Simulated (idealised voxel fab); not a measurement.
The name of this process module is voxel ribs on slabs.
cross-section cut | 155 nm wide | cells 5 nm
If you're reading a cross-section in this doc, picture square cells in a grid; it comes to you as bands, top ones listed first down to the bottom, and a band can be one or more rows of cells. The entry gives the band's vertical extent as a top height and a bottom height in nm, then its horizontal make-up as materials from left to right, each with a width in nm. "blank" stands for empty space; a single material marked "edge to edge" fills the band edge to edge. Height reference: 0 = level under which incoming wafer is all one material. Lowest band: no bottom, runs on downward, e.g. "top 0, no bottom". Width spec "30 to 40" -> top row of cells at first value, bottom row at second value, equal per-row change in between. A step reported as "nothing altered" is a step in which no cell of the cross-section changed. Voids not open to the top, 8 cells minimum: see "Trapped void list". Written width x height at distance; distance is from the left edge; nm. That trailing text on a step's line, after the settings, is the simulator's own remark on the step. The optional step-line setting "overlay nm" applies to steps with a mask and quantifies how far to the right of its planned location the mask lay, a negative value indicating leftward placement.
Listed below are the process steps as planned
step 1: RECEIVE with material Si
step 2: DIRECTIONAL_DEP with material SiO2, thk nm 20
step 3: DIRECTIONAL_DEP with material polySi, thk nm 25
step 4: MASKED_ETCH with tone cover, mask id RIB, width nm 30, etch materials polySi, depth nm 20, overlay nm 0
step 5: DIRECTIONAL_DEP with material aC, thk nm 15
step 6: PATTERN with tone cover, mask id SLAB, material resist, width nm 60, thk nm 35, overlay nm 0
step 7: DIRECTIONAL_ETCH with etch materials aC, depth nm 15
step 8: STRIP with etch materials resist
step 9: DIRECTIONAL_ETCH with etch materials polySi, depth nm 5
step 10: STRIP with etch materials aC
step 11: FILL_DEP with material SiO2, thk nm 20
step 12: CMP with height nm 60
step 13: DIRECTIONAL_DEP with material W, thk nm 10
step 14: PATTERN with tone cover, mask id HEATER, material resist, width nm 40, thk nm 15, overlay nm 0
step 15: DIRECTIONAL_ETCH with etch materials W, depth nm 10
step 16: STRIP with etch materials resist
step 17: CONFORMAL_DEP with material SiO2, thk nm 10
Wafer, first of two, run as planned
Wafer cross-section on receipt, i.e. after step 1
- top 0, no bottom | Si edge to edge
- Trapped void list: none
State of the wafer after step 2, shown in cross-section
- top 20, bottom 0 | SiO2 edge to edge
- below 0: unchanged
State of the wafer after step 3, shown in cross-section
- top 45, bottom 20 | polySi edge to edge
- below 20: unchanged
State of the wafer after step 4, shown in cross-section
- top 45, bottom 25 | blank=60, polySi=30, blank=65
- below 25: unchanged
State of the wafer after step 5, shown in cross-section
- top 60, bottom 45 | blank=60, aC=30, blank=65
- top 45, bottom 40 | blank=60, polySi=30, blank=65
- top 40, bottom 25 | aC=60, polySi=30, aC=65
- below 25: unchanged
State of the wafer after step 6, shown in cross-section
- top 95, bottom 60 | blank=45, resist=60, blank=50
- top 60, bottom 45 | blank=45, resist=15, aC=30, resist=15, blank=50
- top 45, bottom 40 | blank=45, resist=15, polySi=30, resist=15, blank=50
- below 40: unchanged
State of the wafer after step 7, shown in cross-section
- top 80, bottom 60 | blank=45, resist=60, blank=50
- top 60, bottom 45 | blank=45, resist=15, aC=30, resist=15, blank=50
- top 45, bottom 40 | blank=45, resist=15, polySi=30, resist=15, blank=50
- top 40, bottom 25 | blank=45, aC=15, polySi=30, aC=15, blank=50
- below 25: unchanged
State of the wafer after step 8, shown in cross-section
- top 60, bottom 45 | blank=60, aC=30, blank=65
- top 45, bottom 40 | blank=60, polySi=30, blank=65
- below 40: unchanged
State of the wafer after step 9, shown in cross-section
- top 60, bottom 45 | blank=60, aC=30, blank=65
- top 45, bottom 40 | blank=60, polySi=30, blank=65
- top 40, bottom 25 | blank=45, aC=15, polySi=30, aC=15, blank=50
- top 25, bottom 20 | blank=45, polySi=60, blank=50
- below 20: unchanged
State of the wafer after step 10, shown in cross-section
- top 45, bottom 25 | blank=60, polySi=30, blank=65
- below 25: unchanged
State of the wafer after step 11, shown in cross-section
- top 65, bottom 45 | SiO2 edge to edge
- top 45, bottom 25 | SiO2=60, polySi=30, SiO2=65
- top 25, bottom 20 | SiO2=45, polySi=60, SiO2=50
- below 20: unchanged
State of the wafer after step 12, shown in cross-section
- top 60, bottom 45 | SiO2 edge to edge
- below 45: unchanged
State of the wafer after step 13, shown in cross-section
- top 70, bottom 60 | W edge to edge
- below 60: unchanged
State of the wafer after step 14, shown in cross-section
- top 85, bottom 70 | blank=55, resist=40, blank=60
- below 70: unchanged
State of the wafer after step 15, shown in cross-section
- top 85, bottom 70 | blank=55, resist=40, blank=60
- top 70, bottom 60 | blank=55, W=40, blank=60
- below 60: unchanged
State of the wafer after step 16, shown in cross-section
- top 70, bottom 60 | blank=55, W=40, blank=60
- below 60: unchanged
State of the wafer after step 17, shown in cross-section
- top 80, bottom 70 | blank=45, SiO2=60, blank=50
- top 70, bottom 60 | SiO2=55, W=40, SiO2=60
- below 60: unchanged
Here the second wafer is described. Its start and its plan were those of the first wafer. Its run contained one mistake. Up to and including step 16, it did exactly what the first wafer did
Second wafer: cross-section at the scheduled end of step 17: nothing altered
Short version of what went wrong: step 17 of the plan got skipped, so it never ran
Wafer comparison, final, in cells, second relative to first, materials more or fewer: SiO2 -70
